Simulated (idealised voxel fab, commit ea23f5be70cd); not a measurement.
process module | voxel transistor to metal
cross-section cut | 275 nm wide | cells 5 nm
A cross-section is a grid of square cells, given in bands from the top down. A band is one or more rows of cells.
Each band's line starts with the height of the band's top and of its bottom, in nm. Then come its materials from left to right, each with its width in nm. One material with "throughout" fills the band from edge to edge. "air" is empty space.
Height 0 is the level under which the wafer as received is all one material. The lowest band goes on downwards, as in "0 down".
A width such as "30 to 40" changes by the same amount from each row of cells to the next, from the band's top row to its bottom row.
"no change" after a step means that no cell of the cross-section changed.
closed voids: empty space of 8 cells or more with no open way to the top, each as width x height at its distance from the left edge, in nm
after a step's settings: what the simulator itself notes on the step
overlay nm, on a step with a mask: how far to the right of its planned place the mask lay; to the left if negative
plan
1 op RECEIVE | material Si
2 op CONFORMAL_DEP | material SiO2 | thk nm 5
3 op CONFORMAL_DEP | material SiN | thk nm 15
4 op DIRECTIONAL_DEP | material aC | thk nm 10
5 op PATTERN | tone cover | mask id ACTIVE | material resist | width nm 95 | pitch nm 120 | thk nm 25 | overlay nm 0
6 op DIRECTIONAL_ETCH | etch materials aC | depth nm 10
7 op STRIP | etch materials resist
8 op DIRECTIONAL_ETCH | etch materials SiN | depth nm 15
9 op DIRECTIONAL_ETCH | etch materials SiO2 | depth nm 5
10 op DIRECTIONAL_ETCH | etch materials Si | depth nm 25
11 op STRIP | etch materials aC
12 op OXIDIZE | depth nm 5
13 op FILL_DEP | material SiO2 | thk nm 15
14 op CMP | height nm 20
15 op SELECTIVE_ETCH | etch materials SiO2 | depth nm 10
16 op STRIP | etch materials SiN
17 op SELECTIVE_ETCH | etch materials SiO2 | depth nm 5
18 op OXIDIZE | depth nm 5
19 op DIRECTIONAL_DEP | material polySi | thk nm 30
20 op DIRECTIONAL_DEP | material SiCN | thk nm 15
21 op DIRECTIONAL_DEP | material aC | thk nm 15
22 op PATTERN | tone cover | mask id GATE | material resist | width nm 25 | pitch nm 120 | thk nm 30 | overlay nm 0
23 op DIRECTIONAL_ETCH | etch materials aC | depth nm 15
24 op STRIP | etch materials resist
25 op DIRECTIONAL_ETCH | etch materials SiCN | depth nm 25
26 op DIRECTIONAL_ETCH | etch materials polySi | depth nm 40
27 op STRIP | etch materials aC
28 op CONFORMAL_DEP | material SiO2 | thk nm 5
29 op DIRECTIONAL_ETCH | etch materials SiO2 | depth nm 5
30 op CONFORMAL_DEP | material SiN | thk nm 5
31 op DIRECTIONAL_ETCH | etch materials SiN | depth nm 5
32 op DIRECTIONAL_ETCH | etch materials SiO2 | depth nm 5
33 op EPI | material pSi | thk nm 5
34 op FILL_DEP | material SiO2 | thk nm 5
35 op CMP | height nm 30
36 op STRIP | etch materials polySi
37 op SELECTIVE_ETCH | etch materials SiO2 | depth nm 5
38 op CONFORMAL_DEP | material HfO2 | thk nm 5
39 op CONFORMAL_DEP | material TiN | thk nm 5
40 op FILL_DEP | material W | thk nm 10
41 op CMP | height nm 25
42 op DIRECTIONAL_DEP | material SiO2 | thk nm 15
43 op DIRECTIONAL_DEP | material aC | thk nm 15
44 op PATTERN | tone open | mask id CONTACT | material resist | width nm 15 | thk nm 30 | overlay nm 0
45 op DIRECTIONAL_ETCH | etch materials aC | depth nm 15
46 op STRIP | etch materials resist
47 op DIRECTIONAL_ETCH | etch materials SiO2 | depth nm 40
48 op STRIP | etch materials aC
49 op CONFORMAL_DEP | material TiN | thk nm 5
50 op FILL_DEP | material W | thk nm 5
51 op CMP | height nm 40
52 op CONFORMAL_DEP | material SiN | thk nm 5
53 op DIRECTIONAL_DEP | material SiO2 | thk nm 20
54 op PATTERN | tone open | mask id METAL_1 | material resist | width nm 15 | thk nm 15 | overlay nm 0
55 op DIRECTIONAL_ETCH | etch materials SiO2 | depth nm 20
56 op DIRECTIONAL_ETCH | etch materials SiN | depth nm 5
57 op STRIP | etch materials resist
58 op CONFORMAL_DEP | material TiN | thk nm 5
59 op FILL_DEP | material Cu | thk nm 5
60 op CMP | height nm 65
61 op CONFORMAL_DEP | material SiCN | thk nm 5
62 op DIRECTIONAL_DEP | material lowk | thk nm 30
63 op MASKED_ETCH | tone open | mask id METAL_2 | width nm 15 | pitch nm 120 | etch materials lowk | depth nm 20 | overlay nm 0
64 op PATTERN | tone open | mask id METAL_2_HOLES | material resist | width nm 15 | pitch nm 120 | thk nm 20 | overlay nm 0
65 op DIRECTIONAL_ETCH | etch materials lowk | depth nm 10
66 op DIRECTIONAL_ETCH | etch materials SiCN | depth nm 5
67 op STRIP | etch materials resist
68 op CONFORMAL_DEP | material TiN | thk nm 5
69 op FILL_DEP | material Cu | thk nm 10
70 op CMP | height nm 100
71 op CONFORMAL_DEP | material SiN | thk nm 5
as received, after step 1
  0 down: Si throughout
  closed voids: none
a wafer at the end: this start, this plan, one mistake
  105 to 100: SiN throughout
  100 to 70: lowk 35 | TiN 5 | Cu 5 | TiN 5 | lowk 105 | TiN 5 | Cu 5 | TiN 5 | lowk 105
  70 to 65: SiCN 35 | TiN 15 | SiCN 105 | TiN 15 | SiCN 105
  65 to 45: SiO2 35 | TiN 5 | Cu 5 | TiN 5 | SiO2 55 | TiN 5 | Cu 5 | TiN 5 | SiO2 35 | TiN 5 | Cu 5 | TiN 5 | SiO2 55 | TiN 5 | Cu 5 | TiN 5 | SiO2 35
  45 to 40: SiN 35 | TiN 15 | SiN 55 | TiN 15 | SiN 35 | TiN 15 | SiN 55 | TiN 15 | SiN 35
  40 to 25: SiO2 35 | TiN 5 | W 5 | TiN 5 | SiO2 55 | TiN 5 | W 5 | TiN 5 | SiO2 35 | TiN 5 | W 5 | TiN 5 | SiO2 55 | TiN 5 | W 5 | TiN 5 | SiO2 35
  25 to 5: SiO2 35 | TiN 5 | W 5 | TiN 5 | SiO2 5 | SiN 5 | TiN 5 | W 25 | TiN 5 | SiN 5 | SiO2 5 | TiN 5 | W 5 | TiN 5 | SiO2 35 | TiN 5 | W 5 | TiN 5 | SiO2 5 | SiN 5 | TiN 5 | W 25 | TiN 5 | SiN 5 | SiO2 5 | TiN 5 | W 5 | TiN 5 | SiO2 35
  5 to 0: SiO2 30 | SiN 5 | TiN 15 | SiO2 5 | SiN 5 | TiN 5 | W 25 | TiN 5 | SiN 5 | SiO2 5 | TiN 15 | SiN 5 | SiO2 25 | SiN 5 | TiN 15 | SiO2 5 | SiN 5 | TiN 5 | W 25 | TiN 5 | SiN 5 | SiO2 5 | TiN 15 | SiN 5 | SiO2 30
  0 to -5: SiO2 35 | pSi 20 | SiO2 5 | TiN 35 | SiO2 5 | pSi 20 | SiO2 35 | pSi 20 | SiO2 5 | TiN 35 | SiO2 5 | pSi 20 | SiO2 35
  -5 to -30: SiO2 35 | Si 85 | SiO2 35 | Si 85 | SiO2 35
  -30 down: Si throughout
  closed voids: none
what went wrong: step 38 was left out
